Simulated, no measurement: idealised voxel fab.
Process module name: voxel quadruple lines
Square cell edge 5 nm, section width 255 nm, ID cut.
Bands, listed from the top down, are how a cross-section gets written in this document; the cross-section itself is a grid of square cells, and a band is one or more rows of them. Each band's line starts with the height of the band's top and of its bottom, in nm. Then come its materials from left to right, each with its width in nm. One material with "all across" fills the band from edge to edge. "blank" is empty space. Measure heights from 0. That's the level where, below it, the as-received wafer is all one material. The lowest band is bottomless and extends downward; write it as in "0 -> down". The expression "30..40" gives the width at the extremes of the band, the first number at its top row of cells and the second at its bottom row, with the width changing by equal amounts from each row to the next in between. Step note "everything unchanged" = no cross-section cell changed. The label "Catalogued sealed voids" introduces a list of the empty spaces, 8 cells or larger, that have no open way up to the top; each entry in it reads width x height at distance, where the distance is taken from the left edge and all three are stated in nm. On a step's line, text after the settings is the simulator commenting on that step. "overlay nm" on a masked step: distance the mask lay right of its planned place, negative for left.

# Process steps - plan
1) RECEIVE [material Si]
2) CONFORMAL_DEP [material Al2O3] [thk nm 10]
3) DIRECTIONAL_DEP [material W] [thk nm 15]
4) DIRECTIONAL_DEP [material polySi] [thk nm 15]
5) DIRECTIONAL_DEP [material aC] [thk nm 20]
6) PATTERN [tone cover] [mask id MANDREL] [material resist] [width nm 30] [thk nm 30] [overlay nm 0]
7) DIRECTIONAL_ETCH [etch materials aC] [depth nm 20]
8) STRIP [etch materials resist]
9) CONFORMAL_DEP [material SiO2] [thk nm 10]
10) DIRECTIONAL_ETCH [etch materials SiO2] [depth nm 10]
11) STRIP [etch materials aC]
12) DIRECTIONAL_ETCH [etch materials polySi] [depth nm 15]
13) STRIP [etch materials SiO2]
14) CONFORMAL_DEP [material SiN] [thk nm 10]
15) DIRECTIONAL_ETCH [etch materials SiN] [depth nm 10]
16) STRIP [etch materials polySi]
17) DIRECTIONAL_ETCH [etch materials W] [depth nm 15]
18) STRIP [etch materials SiN]

# Cross-section of the incoming wafer, state after step 1
  0 -> down | Si all across
  Catalogued sealed voids: none

# Cross-section: first of two wafers, module finished, run according to plan
  25 -> 10 | blank: 90 / W: 10 / blank: 10 / W: 10 / blank: 10 / W: 10 / blank: 10 / W: 10 / blank: 95
  10 -> 0 | Al2O3 all across
  0 -> down | Si all across
  Catalogued sealed voids: none

# Wafer two, end of module, cross-section. Same start, same plan as wafer one. One mistake in the run
  15 -> 0 | blank: 90 / W: 10 / blank: 10 / W: 10 / blank: 10 / W: 10 / blank: 10 / W: 10 / blank: 95
  0 -> down | Si all across
  Catalogued sealed voids: none
what went wrong: step 2 was left out
Materials where the second wafer ends with more or fewer cells than the first: Al2O3: 102 fewer
